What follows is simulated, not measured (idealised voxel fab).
process module | voxel quadruple lines
Xsec cut, 255 nm wide, square cell size 5 nm.
We lay out every cross-section as a grid of square cells and spell it out in bands from the top down, where one band means one or more rows of cells. Top, bottom (nm), then materials left to right with widths (nm); lone material tagged "full width" fills the whole band edge to edge; "air" = empty space. Below 0: as-received wafer, all one material; heights counted from there. Lowest band: no bottom, goes on down, written "0 -> down". Per-row width for "30 to 40": begins at first number (top row of band), ends at second number (bottom row), increment between rows held constant. It should be understood that the words "nothing was modified", when stated for a given step, signify that the cross-section underwent no change in any of its cells during that step. Look at "Enclosed void inventory" for the closed voids: empty spaces with no open path to the top, sized 8 cells or up. Each is width x height at distance, distance from the left edge, all nm. On each step's line, the part that comes after the settings is the simulator's own comment on the step. overlay nm: on a step with a mask, how far right of its planned place the mask lay; negative means left.
**These are the steps we planned for the process**
step 1: op RECEIVE | material Si
step 2: op CONFORMAL_DEP | material SiO2 | thk nm 10
step 3: op DIRECTIONAL_DEP | material Ru | thk nm 10
step 4: op DIRECTIONAL_DEP | material polySi | thk nm 20
step 5: op DIRECTIONAL_DEP | material aC | thk nm 20
step 6: op PATTERN | tone cover | mask id MANDREL | material resist | width nm 35 | thk nm 30 | overlay nm 0
step 7: op DIRECTIONAL_ETCH | etch materials aC | depth nm 20
step 8: op STRIP | etch materials resist
step 9: op CONFORMAL_DEP | material SiO2 | thk nm 15
step 10: op DIRECTIONAL_ETCH | etch materials SiO2 | depth nm 15
step 11: op STRIP | etch materials aC
step 12: op DIRECTIONAL_ETCH | etch materials polySi | depth nm 20
step 13: op STRIP | etch materials SiO2
step 14: op CONFORMAL_DEP | material SiCN | thk nm 10
step 15: op DIRECTIONAL_ETCH | etch materials SiCN | depth nm 10
step 16: op STRIP | etch materials polySi
step 17: op DIRECTIONAL_ETCH | etch materials Ru | depth nm 10
step 18: op STRIP | etch materials SiCN
step 19: op FILL_DEP | material lowk | thk nm 5
step 20: op CMP | height nm 20
**First wafer, two in total, run as planned**
**Shown in cross-section is the wafer as received, that is, as it stands after step 1**
> 0 -> down = Si full width
> Enclosed void inventory: none
**After step 2, in cross-section**
> 10 -> 0 = SiO2 full width
> Whatever lies below 0 is exactly as it was before.
**After step 3, in cross-section**
> 20 -> 10 = Ru full width
> Whatever lies below 10 is exactly as it was before.
**After step 4, in cross-section**
> 40 -> 20 = polySi full width
> Whatever lies below 20 is exactly as it was before.
**After step 5, in cross-section**
> 60 -> 40 = aC full width
> Whatever lies below 40 is exactly as it was before.
**After step 6, in cross-section**
> 90 -> 60 = 110 of air / 35 of resist / 110 of air
> Whatever lies below 60 is exactly as it was before.
**After step 7, in cross-section**
> 70 -> 60 = 110 of air / 35 of resist / 110 of air
> 60 -> 40 = 110 of air / 35 of aC / 110 of air
> Whatever lies below 40 is exactly as it was before.
**After step 8, in cross-section**
> 60 -> 40 = 110 of air / 35 of aC / 110 of air
> Whatever lies below 40 is exactly as it was before.
**After step 9, in cross-section**
> 75 -> 60 = 95 of air / 65 of SiO2 / 95 of air
> 60 -> 55 = 95 of air / 15 of SiO2 / 35 of aC / 15 of SiO2 / 95 of air
> 55 -> 40 = 110 of SiO2 / 35 of aC / 110 of SiO2
> Whatever lies below 40 is exactly as it was before.
**After step 10, in cross-section**
> 60 -> 40 = 95 of air / 15 of SiO2 / 35 of aC / 15 of SiO2 / 95 of air
> Whatever lies below 40 is exactly as it was before.
**After step 11, in cross-section**
> 60 -> 40 = 95 of air / 15 of SiO2 / 35 of air / 15 of SiO2 / 95 of air
> Whatever lies below 40 is exactly as it was before.
**After step 12, in cross-section**
> 60 -> 40 = 95 of air / 15 of SiO2 / 35 of air / 15 of SiO2 / 95 of air
> 40 -> 20 = 95 of air / 15 of polySi / 35 of air / 15 of polySi / 95 of air
> Whatever lies below 20 is exactly as it was before.
**After step 13, in cross-section**
> 40 -> 20 = 95 of air / 15 of polySi / 35 of air / 15 of polySi / 95 of air
> Whatever lies below 20 is exactly as it was before.
**After step 14, in cross-section**
> 50 -> 40 = 85 of air / 35 of SiCN / 15 of air / 35 of SiCN / 85 of air
> 40 -> 30 = 85 of air / 10 of SiCN / 15 of polySi / 10 of SiCN / 15 of air / 10 of SiCN / 15 of polySi / 10 of SiCN / 85 of air
> 30 -> 20 = 95 of SiCN / 15 of polySi / 35 of SiCN / 15 of polySi / 95 of SiCN
> Whatever lies below 20 is exactly as it was before.
**After step 15, in cross-section**
> 40 -> 20 = 85 of air / 10 of SiCN / 15 of polySi / 10 of SiCN / 15 of air / 10 of SiCN / 15 of polySi / 10 of SiCN / 85 of air
> Whatever lies below 20 is exactly as it was before.
**After step 16, in cross-section**
> 40 -> 20 = 85 of air / 10 of SiCN / 15 of air / 10 of SiCN / 15 of air / 10 of SiCN / 15 of air / 10 of SiCN / 85 of air
> Whatever lies below 20 is exactly as it was before.
**After step 17, in cross-section**
> 40 -> 20 = 85 of air / 10 of SiCN / 15 of air / 10 of SiCN / 15 of air / 10 of SiCN / 15 of air / 10 of SiCN / 85 of air
> 20 -> 10 = 85 of air / 10 of Ru / 15 of air / 10 of Ru / 15 of air / 10 of Ru / 15 of air / 10 of Ru / 85 of air
> Whatever lies below 10 is exactly as it was before.
**After step 18, in cross-section**
> 20 -> 10 = 85 of air / 10 of Ru / 15 of air / 10 of Ru / 15 of air / 10 of Ru / 15 of air / 10 of Ru / 85 of air
> Whatever lies below 10 is exactly as it was before.
**After step 19, in cross-section**
> 25 -> 20 = lowk full width
> 20 -> 10 = 85 of lowk / 10 of Ru / 15 of lowk / 10 of Ru / 15 of lowk / 10 of Ru / 15 of lowk / 10 of Ru / 85 of lowk
> Whatever lies below 10 is exactly as it was before.
**After step 20, in cross-section**
> 20 -> 10 = 85 of lowk / 10 of Ru / 15 of lowk / 10 of Ru / 15 of lowk / 10 of Ru / 15 of lowk / 10 of Ru / 85 of lowk
> Whatever lies below 10 is exactly as it was before.
**Second of two: same start, same plan, one run error; steps up to and including 2 match the first**
**X-section, second wafer, when step 3 was due to finish**
> 15 -> 10 = Ru full width
> Whatever lies below 10 is exactly as it was before.
**X-section, second wafer, when step 4 was due to finish**
> 35 -> 15 = polySi full width
> Whatever lies below 15 is exactly as it was before.
**X-section, second wafer, when step 5 was due to finish**
> 55 -> 35 = aC full width
> Whatever lies below 35 is exactly as it was before.
**X-section, second wafer, when step 6 was due to finish**
> 85 -> 55 = 110 of air / 35 of resist / 110 of air
> Whatever lies below 55 is exactly as it was before.
**X-section, second wafer, when step 7 was due to finish**
> 65 -> 55 = 110 of air / 35 of resist / 110 of air
> 55 -> 35 = 110 of air / 35 of aC / 110 of air
> Whatever lies below 35 is exactly as it was before.
**X-section, second wafer, when step 8 was due to finish**
> 55 -> 35 = 110 of air / 35 of aC / 110 of air
> Whatever lies below 35 is exactly as it was before.
**X-section, second wafer, when step 9 was due to finish**
> 70 -> 55 = 95 of air / 65 of SiO2 / 95 of air
> 55 -> 50 = 95 of air / 15 of SiO2 / 35 of aC / 15 of SiO2 / 95 of air
> 50 -> 35 = 110 of SiO2 / 35 of aC / 110 of SiO2
> Whatever lies below 35 is exactly as it was before.
**X-section, second wafer, when step 10 was due to finish**
> 55 -> 35 = 95 of air / 15 of SiO2 / 35 of aC / 15 of SiO2 / 95 of air
> Whatever lies below 35 is exactly as it was before.
**X-section, second wafer, when step 11 was due to finish**
> 55 -> 35 = 95 of air / 15 of SiO2 / 35 of air / 15 of SiO2 / 95 of air
> Whatever lies below 35 is exactly as it was before.
**X-section, second wafer, when step 12 was due to finish**
> 55 -> 35 = 95 of air / 15 of SiO2 / 35 of air / 15 of SiO2 / 95 of air
> 35 -> 15 = 95 of air / 15 of polySi / 35 of air / 15 of polySi / 95 of air
> Whatever lies below 15 is exactly as it was before.
**X-section, second wafer, when step 13 was due to finish**
> 35 -> 15 = 95 of air / 15 of polySi / 35 of air / 15 of polySi / 95 of air
> Whatever lies below 15 is exactly as it was before.
**X-section, second wafer, when step 14 was due to finish**
> 45 -> 35 = 85 of air / 35 of SiCN / 15 of air / 35 of SiCN / 85 of air
> 35 -> 25 = 85 of air / 10 of SiCN / 15 of polySi / 10 of SiCN / 15 of air / 10 of SiCN / 15 of polySi / 10 of SiCN / 85 of air
> 25 -> 15 = 95 of SiCN / 15 of polySi / 35 of SiCN / 15 of polySi / 95 of SiCN
> Whatever lies below 15 is exactly as it was before.
**X-section, second wafer, when step 15 was due to finish**
> 35 -> 15 = 85 of air / 10 of SiCN / 15 of polySi / 10 of SiCN / 15 of air / 10 of SiCN / 15 of polySi / 10 of SiCN / 85 of air
> Whatever lies below 15 is exactly as it was before.
**X-section, second wafer, when step 16 was due to finish**
> 35 -> 15 = 85 of air / 10 of SiCN / 15 of air / 10 of SiCN / 15 of air / 10 of SiCN / 15 of air / 10 of SiCN / 85 of air
> Whatever lies below 15 is exactly as it was before.
**X-section, second wafer, when step 17 was due to finish**
> 35 -> 15 = 85 of air / 10 of SiCN / 15 of air / 10 of SiCN / 15 of air / 10 of SiCN / 15 of air / 10 of SiCN / 85 of air
> 15 -> 10 = 85 of air / 10 of Ru / 15 of air / 10 of Ru / 15 of air / 10 of Ru / 15 of air / 10 of Ru / 85 of air
> Whatever lies below 10 is exactly as it was before.
**X-section, second wafer, when step 18 was due to finish**
> 15 -> 10 = 85 of air / 10 of Ru / 15 of air / 10 of Ru / 15 of air / 10 of Ru / 15 of air / 10 of Ru / 85 of air
> Whatever lies below 10 is exactly as it was before.
**X-section, second wafer, when step 19 was due to finish**
> 20 -> 15 = lowk full width
> 15 -> 10 = 85 of lowk / 10 of Ru / 15 of lowk / 10 of Ru / 15 of lowk / 10 of Ru / 15 of lowk / 10 of Ru / 85 of lowk
> Whatever lies below 10 is exactly as it was before.
X-section, second wafer, when step 20 was due to finish: nothing was modified
Against the plan, the run slipped here: step 3 deviated from plan and actually ran as op DIRECTIONAL_DEP | material Ru | thk nm 5
Bottom line after processing is that, in cells, the second wafer is up or down on some materials versus the first: -8 Ru; +8 lowk
